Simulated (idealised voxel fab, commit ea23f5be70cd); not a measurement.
Herein follows the process module entitled voxel wiring stack.
Square cell edge 5 nm, section width 300 nm, ID cut.
Cross-section layout: square cells on a grid; listed as bands, top to bottom; a band spans one or more cell rows. First you get the band's top height and its bottom height, in nm, and then the materials it's made of, left to right, with each width in nm. If you see a single material with "all across", that one covers the band edge to edge. "empty" is empty space. Height is counted from the level 0, under which the received wafer is composed throughout of one material. The lowest of the bands is not closed at the bottom but continues downward, in the notation "0 down". A width such as "30 to 40" changes by the same amount from each row of cells to the next, from the band's top row to its bottom row. A step reported as "nothing different" is a step in which no cell of the cross-section changed. Reported under the label "Enclosed void listing" are the empty spaces having no open way to the top and comprising 8 cells or more; the notation for each is width x height at distance, in which the distance is measured from the left edge and all three values are in nm. On a step's line, text after the settings is the simulator commenting on that step. For masked steps, "overlay nm" on the step line gives how far right of plan the mask actually lay; a minus sign means it lay to the left.

-- So here's the lineup of process steps we planned
1: RECEIVE,material Si
2: CONFORMAL_DEP,material SiO2,thk nm 15
3: CONFORMAL_DEP,material SiN,thk nm 5
4: DIRECTIONAL_DEP,material lowk,thk nm 25
5: DIRECTIONAL_DEP,material aC,thk nm 10
6: PATTERN,tone open,mask id METAL_1,material resist,width nm 30,pitch nm 55,thk nm 30,overlay nm 0
7: DIRECTIONAL_ETCH,etch materials aC,depth nm 10
8: STRIP,etch materials resist
9: DIRECTIONAL_ETCH,etch materials lowk,depth nm 25
10: DIRECTIONAL_ETCH,etch materials SiN,depth nm 5
11: STRIP,etch materials aC
12: CONFORMAL_DEP,material TiN,thk nm 5
13: FILL_DEP,material Cu,thk nm 5
14: CMP,height nm 45
15: CONFORMAL_DEP,material SiCN,thk nm 5
16: DIRECTIONAL_DEP,material lowk,thk nm 15
17: MASKED_ETCH,tone open,mask id PLUG_1,width nm 15,pitch nm 55,etch materials lowk,depth nm 15,overlay nm 0
18: MASKED_ETCH,tone open,mask id PLUG_1,width nm 15,pitch nm 55,etch materials SiCN,depth nm 5,overlay nm 0
19: EPI,material Ru,thk nm 10
20: EPI,material Ru,thk nm 10
21: DIRECTIONAL_DEP,material TiN,thk nm 5
22: DIRECTIONAL_DEP,material Ru,thk nm 15
23: DIRECTIONAL_DEP,material aC,thk nm 15
24: PATTERN,tone cover,mask id METAL_2,material resist,width nm 30,pitch nm 55,thk nm 35,overlay nm 0
25: DIRECTIONAL_ETCH,etch materials aC,depth nm 15
26: STRIP,etch materials resist
27: DIRECTIONAL_ETCH,etch materials Ru,depth nm 15
28: DIRECTIONAL_ETCH,etch materials TiN,depth nm 5
29: STRIP,etch materials aC
30: CONFORMAL_DEP,material SiCN,thk nm 5
31: FILL_DEP,material SiO2,thk nm 5
32: CMP,height nm 85
33: CONFORMAL_DEP,material SiCN,thk nm 5
34: DIRECTIONAL_DEP,material SiO2,thk nm 20
35: PATTERN,tone open,mask id PLUG_2,material resist,width nm 15,pitch nm 55,thk nm 15,overlay nm 0
36: DIRECTIONAL_ETCH,etch materials SiO2,depth nm 20
37: DIRECTIONAL_ETCH,etch materials SiCN,depth nm 5
38: STRIP,etch materials resist
39: CONFORMAL_DEP,material TiN,thk nm 5
40: FILL_DEP,material Ru,thk nm 10
41: CMP,height nm 110
42: CONFORMAL_DEP,material SiCN,thk nm 5
43: DIRECTIONAL_DEP,material lowk,thk nm 20
44: PATTERN,tone open,mask id METAL_3,material resist,width nm 30,pitch nm 55,thk nm 15,overlay nm 0
45: DIRECTIONAL_ETCH,etch materials lowk,depth nm 20
46: DIRECTIONAL_ETCH,etch materials SiCN,depth nm 5
47: STRIP,etch materials resist
48: CONFORMAL_DEP,material TiN,thk nm 5
49: FILL_DEP,material Ru,thk nm 5
50: CMP,height nm 135
51: CONFORMAL_DEP,material SiCN,thk nm 5
52: DIRECTIONAL_DEP,material SiO2,thk nm 20
53: DIRECTIONAL_DEP,material aC,thk nm 10
54: PATTERN,tone open,mask id PLUG_3,material resist,width nm 15,pitch nm 55,thk nm 25,overlay nm 0
55: DIRECTIONAL_ETCH,etch materials aC,depth nm 10
56: STRIP,etch materials resist
57: DIRECTIONAL_ETCH,etch materials SiO2,depth nm 20
58: DIRECTIONAL_ETCH,etch materials SiCN,depth nm 5
59: STRIP,etch materials aC
60: CONFORMAL_DEP,material TiN,thk nm 5
61: FILL_DEP,material W,thk nm 5
62: CMP,height nm 160
63: CONFORMAL_DEP,material SiCN,thk nm 5
64: DIRECTIONAL_DEP,material SiO2,thk nm 15
65: MASKED_ETCH,tone open,mask id METAL_4,width nm 30,pitch nm 55,etch materials SiO2,depth nm 15,overlay nm 0
66: MASKED_ETCH,tone open,mask id METAL_4,width nm 30,pitch nm 55,etch materials SiCN,depth nm 5,overlay nm 0
67: CONFORMAL_DEP,material TiN,thk nm 5
68: FILL_DEP,material Ru,thk nm 5
69: CMP,height nm 180
70: EPI,material Ru,thk nm 5
71: FILL_DEP,material SiCN,thk nm 5

-- Incoming wafer, cross-sectional view, post step 1
    0 down  Si all across
    Enclosed void listing: none

-- Final cross-section, module run with one mistake (start and plan as above)
    190 to 185  SiCN all across
    185 to 180  SiCN=75; Ru=40; SiCN=15; Ru=40; SiCN=15; Ru=40; SiCN=75
    180 to 165  SiO2=80; TiN=5; Ru=20; TiN=5; SiO2=25; TiN=5; Ru=20; TiN=5; SiO2=25; TiN=5; Ru=20; TiN=5; SiO2=80
    165 to 160  SiCN=80; TiN=30; SiCN=25; TiN=30; SiCN=25; TiN=30; SiCN=80
    160 to 140  SiO2=80; TiN=5; W=5; TiN=5; SiO2=40; TiN=5; W=5; TiN=5; SiO2=40; TiN=5; W=5; TiN=5; SiO2=95
    140 to 135  SiCN=80; TiN=15; SiCN=40; TiN=15; SiCN=40; TiN=15; SiCN=95
    135 to 115  lowk=80; TiN=5; Ru=20; TiN=5; lowk=25; TiN=5; Ru=20; TiN=5; lowk=25; TiN=5; Ru=20; TiN=5; lowk=80
    115 to 110  SiCN=80; TiN=30; SiCN=25; TiN=30; SiCN=25; TiN=30; SiCN=80
    110 to 90  SiO2=80; TiN=5; Ru=5; TiN=5; SiO2=40; TiN=5; Ru=5; TiN=5; SiO2=40; TiN=5; Ru=5; TiN=5; SiO2=95
    90 to 85  SiCN=80; TiN=15; SiCN=40; TiN=15; SiCN=40; TiN=15; SiCN=95
    85 to 80  SiO2=90; SiCN=5; Ru=15; SiCN=5; SiO2=30; SiCN=5; Ru=15; SiCN=5; SiO2=30; SiCN=5; Ru=15; SiCN=5; SiO2=75
    80 to 75  SiCN=95; TiN=15; SiCN=40; TiN=15; SiCN=40; TiN=15; SiCN=80
    75 to 60  lowk=80; Ru=15; lowk=40; Ru=15; lowk=40; Ru=15; lowk=95
    60 to 55  SiCN=80; TiN=15; SiCN=40; TiN=15; SiCN=40; TiN=15; SiCN=95
    55 to 45  SiCN all across
    45 to 20  lowk=80; TiN=5; Cu=20; TiN=5; lowk=25; TiN=5; Cu=20; TiN=5; lowk=25; TiN=5; Cu=20; TiN=5; lowk=80
    20 to 15  SiN=80; TiN=30; SiN=25; TiN=30; SiN=25; TiN=30; SiN=80
    15 to 0  SiO2 all across
    0 down  Si all across
    Enclosed void listing: none
Error vs. plan: step 15 ran as: CONFORMAL_DEP,material SiCN,thk nm 15
